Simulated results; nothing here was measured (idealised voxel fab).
process module | voxel lift off
cross-section cut | 250 nm wide | cells 5 nm
A cross-section is a grid of square cells, given in bands from the top down. A band is one or more rows of cells.
Each band's line starts with the height of the band's top and of its bottom, in nm. Then come its materials from left to right, each with its width in nm. One material with "throughout" fills the band from edge to edge. "air" is empty space.
Height 0 is the level under which the wafer as received is all one material. The lowest band goes on downwards, as in "0 down".
A width such as "30 to 40" changes by the same amount from each row of cells to the next, from the band's top row to its bottom row.
"no change" after a step means that no cell of the cross-section changed.
closed voids: empty space of 8 cells or more with no open way to the top, each as width x height at its distance from the left edge, in nm
after a step's settings: what the simulator itself notes on the step
overlay nm, on a step with a mask: how far to the right of its planned place the mask lay; to the left if negative
plan
1 op RECEIVE | material Si
2 op CONFORMAL_DEP | material SiO2 | thk nm 15
3 op PATTERN | tone open | mask id LINES | material resist | width nm 15 | pitch nm 30 | thk nm 25 | overlay nm 0
4 op DIRECTIONAL_DEP | material Ru | thk nm 15
5 op STRIP | etch materials resist
6 op CONFORMAL_DEP | material SiCN | thk nm 5
as received, after step 1
  0 down: Si throughout
  closed voids: none
a wafer at the end: this start, this plan, one mistake
  20 to 15: SiCN throughout
  15 to 0: SiO2 throughout
  0 down: Si throughout
  closed voids: none
what went wrong: step 4 was left out
